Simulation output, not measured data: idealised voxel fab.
You're looking at the process module voxel wiring stack.
Cross-sectional view cut (width: 225 nm; square cell size: 5 nm).
We lay out every cross-section as a grid of square cells and spell it out in bands from the top down, where one band means one or more rows of cells.
Band entry format. Leading values: height of top, height of bottom, nm. Remainder: materials in left-to-right order, each with its width in nm. Special words: "edge to edge" on a single material, which then fills the band edge to edge; "empty", empty space.
Beneath 0, the wafer as received is one material, and that level is where height counting begins. The lowest band goes on downward without a bottom; it is written like "z 0 and below".
Read "30 to 40" as a graded width: first number on top, second number at the bottom, same change between each pair of neighbouring rows.
A step reported as "no alteration" is a step in which no cell of the cross-section changed.
Any empty space of 8 cells or more lacking an open way to the top shows up in "Closed void listing" as width x height at distance, distance from the left edge, in nm.
after a step's settings: what the simulator itself notes on the step
"overlay nm", when on a step's line for a step with a mask, measures how far to the right of its planned place the mask lay; a negative measure means to the left.
[Steps in the process plan]
| 1 | RECEIVE: material Si |
| 2 | CONFORMAL_DEP: material SiO2, thk nm 15 |
| 3 | DIRECTIONAL_DEP: material TiN, thk nm 5 |
| 4 | DIRECTIONAL_DEP: material Ru, thk nm 20 |
| 5 | MASKED_ETCH: tone cover, mask id METAL_1, width nm 20, pitch nm 40, etch materials Ru, depth nm 20, overlay nm 0 |
| 6 | MASKED_ETCH: tone cover, mask id METAL_1, width nm 20, pitch nm 40, etch materials TiN, depth nm 5, overlay nm 0 |
| 7 | FILL_DEP: material lowk, thk nm 5 |
| 8 | CMP: height nm 40 |
| 9 | CONFORMAL_DEP: material SiCN, thk nm 5 |
| 10 | DIRECTIONAL_DEP: material SiO2, thk nm 20 |
| 11 | DIRECTIONAL_DEP: material aC, thk nm 5 |
| 12 | PATTERN: tone open, mask id PLUG_1, material resist, width nm 15, thk nm 25, overlay nm 0 |
| 13 | DIRECTIONAL_ETCH: etch materials aC, depth nm 10 |
| 14 | STRIP: etch materials resist |
| 15 | DIRECTIONAL_ETCH: etch materials SiO2, depth nm 20 |
| 16 | DIRECTIONAL_ETCH: etch materials SiCN, depth nm 5 |
| 17 | STRIP: etch materials aC |
| 18 | CONFORMAL_DEP: material TiN, thk nm 5 |
| 19 | FILL_DEP: material Ru, thk nm 10 |
| 20 | CMP: height nm 65 |
| 21 | CONFORMAL_DEP: material SiN, thk nm 5 |
| 22 | DIRECTIONAL_DEP: material SiO2, thk nm 20 |
| 23 | DIRECTIONAL_DEP: material aC, thk nm 15 |
| 24 | PATTERN: tone open, mask id METAL_2, material resist, width nm 20, pitch nm 40, thk nm 30, overlay nm 0 |
| 25 | DIRECTIONAL_ETCH: etch materials aC, depth nm 15 |
| 26 | STRIP: etch materials resist |
| 27 | DIRECTIONAL_ETCH: etch materials SiO2, depth nm 20 |
| 28 | DIRECTIONAL_ETCH: etch materials SiN, depth nm 5 |
| 29 | STRIP: etch materials aC |
| 30 | CONFORMAL_DEP: material TiN, thk nm 5 |
| 31 | FILL_DEP: material Cu, thk nm 5 |
| 32 | CMP: height nm 90 |
| 33 | EPI: material Ru, thk nm 5 |
| 34 | FILL_DEP: material SiCN, thk nm 5 |
| 35 | DIRECTIONAL_DEP: material SiO2, thk nm 30 |
| 36 | MASKED_ETCH: tone open, mask id METAL_3_HOLES, width nm 15, etch materials SiO2, depth nm 30, overlay nm 0 |
| 37 | MASKED_ETCH: tone open, mask id METAL_3, width nm 20, pitch nm 40, etch materials SiO2, depth nm 15, overlay nm 0 |
| 38 | MASKED_ETCH: tone open, mask id METAL_3, width nm 20, pitch nm 40, etch materials SiCN, depth nm 5, overlay nm 0 |
| 39 | CONFORMAL_DEP: material TiN, thk nm 5 |
| 40 | FILL_DEP: material Cu, thk nm 10 |
| 41 | CMP: height nm 130 |
| 42 | CONFORMAL_DEP: material SiN, thk nm 5 |
The plan's step 11 thk nm is the first wafer's value; the wafers differ in this setting and start identical.
[As-received state after step 1, first of several wafers, cross-section]
- z 0 and below: Si edge to edge
- Closed void listing: none
[Rows = wafers. At module end, each row lists per material the cells gained (+) or lost (-) since the wafer was received, then the closed voids]
thk nm 5 | +28 Cu | +48 Ru | +117 SiCN | +82 SiN | +688 SiO2 | +67 TiN | +185 lowk | Closed void listing: none
thk nm 10 | +28 Cu | +48 Ru | +117 SiCN | +82 SiN | +688 SiO2 | +67 TiN | +185 lowk | Closed void listing: none
thk nm 15 | +28 Cu | +44 Ru | +120 SiCN | +82 SiN | +700 SiO2 | +56 TiN | +185 lowk | Closed void listing: none
thk nm 20 | +28 Cu | +44 Ru | +120 SiCN | +82 SiN | +700 SiO2 | +56 TiN | +185 lowk | Closed void listing: none
thk nm 25 | +28 Cu | +44 Ru | +120 SiCN | +82 SiN | +700 SiO2 | +56 TiN | +185 lowk | Closed void listing: none
